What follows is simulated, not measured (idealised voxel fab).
process module | voxel gate over fins
cross-section cut | 240 nm wide | cells 5 nm
A cross-section is a grid of square cells, given in bands from the top down. A band is one or more rows of cells.
Each band's line starts with the height of the band's top and of its bottom, in nm. Then come its materials from left to right, each with its width in nm. One material with "throughout" fills the band from edge to edge. "air" is empty space.
Height 0 is the level under which the wafer as received is all one material. The lowest band goes on downwards, as in "0 down".
A width such as "30 to 40" changes by the same amount from each row of cells to the next, from the band's top row to its bottom row.
"no change" after a step means that no cell of the cross-section changed.
closed voids: empty space of 8 cells or more with no open way to the top, each as width x height at its distance from the left edge, in nm
after a step's settings: what the simulator itself notes on the step
overlay nm, on a step with a mask: how far to the right of its planned place the mask lay; to the left if negative
plan
1 op RECEIVE | material Si
2 op CONFORMAL_DEP | material SiN | thk nm 5
3 op PATTERN | tone cover | mask id FINS | material resist | width nm 15 | pitch nm 55 | thk nm 20 | overlay nm 0
4 op DIRECTIONAL_ETCH | etch materials SiN | depth nm 5
5 op DIRECTIONAL_ETCH | etch materials Si | depth nm 40
6 op STRIP | etch materials resist
7 op FILL_DEP | material SiO2 | thk nm 5
8 op CMP | height nm 5
9 op MASKED_ETCH | tone open | mask id RAIL | width nm 15 | etch materials SiO2 | depth nm 40 | overlay nm 0
10 op CONFORMAL_DEP | material TiN | thk nm 5
11 op FILL_DEP | material W | thk nm 10
12 op CMP | height nm 5
13 op SELECTIVE_ETCH | etch materials W Ru TiN | depth nm 25
14 op FILL_DEP | material SiO2 | thk nm 5
15 op CMP | height nm 5
16 op SELECTIVE_ETCH | etch materials SiO2 | depth nm 20
17 op STRIP | etch materials SiN
18 op CONFORMAL_DEP | material HfO2 | thk nm 5
19 op CONFORMAL_DEP | material TiN | thk nm 5
20 op CONFORMAL_DEP | material TiAl | thk nm 5
21 op CONFORMAL_DEP | material TiN | thk nm 5
22 op FILL_DEP | material W | thk nm 15
23 op CMP | height nm 30
24 op CONFORMAL_DEP | material SiCN | thk nm 5
as received, after step 1
  0 down: Si throughout
  closed voids: none
a wafer at the end: this start, this plan, one mistake
  35 to 30: SiCN throughout
  30 to 20: W throughout
  20 to 15: W 35 | TiAl 165 | W 40
  15 to 5: W 35 | TiAl 5 | TiN 45 | TiAl 10 | TiN 45 | TiAl 10 | TiN 45 | TiAl 5 | W 40
  5 to 0: TiAl 40 | TiN 10 | HfO2 25 | TiN 10 | TiAl 10 | TiN 10 | HfO2 25 | TiN 10 | TiAl 10 | TiN 10 | HfO2 25 | TiN 10 | TiAl 45
  0 to -10: TiN 50 | HfO2 5 | Si 15 | HfO2 5 | TiN 30 | HfO2 5 | Si 15 | HfO2 5 | TiN 30 | HfO2 5 | Si 15 | HfO2 5 | TiN 55
  -10 to -15: HfO2 55 | Si 15 | HfO2 40 | Si 15 | HfO2 40 | Si 15 | HfO2 60
  -15 to -20: SiO2 55 | Si 15 | SiO2 40 | Si 15 | SiO2 40 | Si 15 | SiO2 60
  -20 to -30: SiO2 55 | Si 15 | SiO2 10 | TiN 5 | W 5 | TiN 5 | SiO2 15 | Si 15 | SiO2 40 | Si 15 | SiO2 60
  -30 to -35: SiO2 55 | Si 15 | SiO2 10 | TiN 15 | SiO2 15 | Si 15 | SiO2 40 | Si 15 | SiO2 60
  -35 to -40: SiO2 55 | Si 15 | SiO2 40 | Si 15 | SiO2 40 | Si 15 | SiO2 60
  -40 down: Si throughout
  closed voids: none
what went wrong: steps 20 and 21 were swapped
